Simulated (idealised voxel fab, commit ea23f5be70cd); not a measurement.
process module | voxel double patterning
It is cross-section cut that appears here, measuring 160 nm in width, its square cells being 5 nm in size.
If you're reading a cross-section in this doc, picture square cells in a grid; it comes to you as bands, top ones listed first down to the bottom, and a band can be one or more rows of cells.
The band entry comprises the height of the band's top followed by the height of its bottom, expressed in nm, and subsequently the band's materials from left to right, each stated together with its width in nm. Where a single material is marked with the word "full width", that material fills the band from edge to edge. The word "empty" represents empty space.
Counting heights begins at 0, where everything beneath is, in the wafer as received, one material. The lowest band has no bottom; it goes on downwards, as "z 0 and below" shows.
Note: "30->40" means the width goes from the first number (top row of the band) to the second number (bottom row) in equal steps per row of cells.
"nothing was modified", as given for a step, is the statement that not any cell of the cross-section underwent a change during that step.
The entry "Sealed void inventory" lists the empty spaces that cover at least 8 cells and have no open path to the top. Each is written as width x height at distance, where the distance is measured from the left edge and all three values are in nm.
Where a step's line continues beyond its settings, the continuation is a remark by the simulator itself on that step.
Among the settings permitted on a step's line is "overlay nm"; applied to a step with a mask, it specifies the extent to which the mask lay to the right of its planned position, whereas a negative figure signifies a position to the left.
The following list gives the planned process steps:
1 RECEIVE, material Si
2 CONFORMAL_DEP, material SiO2, thk nm 5
3 DIRECTIONAL_DEP, material TiN, thk nm 10
4 DIRECTIONAL_DEP, material SiCN, thk nm 5
5 PATTERN, tone open, mask id FIRST, material resist, width nm 15, pitch nm 50, thk nm 20, overlay nm 0
6 DIRECTIONAL_ETCH, etch materials SiCN, depth nm 5
7 STRIP, etch materials resist
8 PATTERN, tone open, mask id SECOND, material resist, width nm 15, thk nm 20, overlay nm -15
9 DIRECTIONAL_ETCH, etch materials SiCN, depth nm 5
10 STRIP, etch materials resist
11 DIRECTIONAL_ETCH, etch materials TiN, depth nm 10
12 STRIP, etch materials SiCN
Across this set of wafers, the varied parameter is the overlay nm of step 8. Starting conditions are identical for every wafer, and the plan reports the value assigned to the first wafer.
The first of several wafers, as received after step 1, seen in section:
- z 0 and below | Si full width
- Sealed void inventory: none
Tabulated below, wafer by wafer, are the end-of-module results: for each material, the number of cells gained (+) or lost (-) relative to the as-received state, followed by the closed voids:
overlay nm -15, +32 SiO2, +48 TiN, Sealed void inventory: none
overlay nm -10, +32 SiO2, +46 TiN, Sealed void inventory: none
overlay nm -5, +32 SiO2, +46 TiN, Sealed void inventory: none
overlay nm 0, +32 SiO2, +46 TiN, Sealed void inventory: none
overlay nm 5, +32 SiO2, +46 TiN, Sealed void inventory: none
overlay nm 10, +32 SiO2, +46 TiN, Sealed void inventory: none
overlay nm 15, +32 SiO2, +48 TiN, Sealed void inventory: none
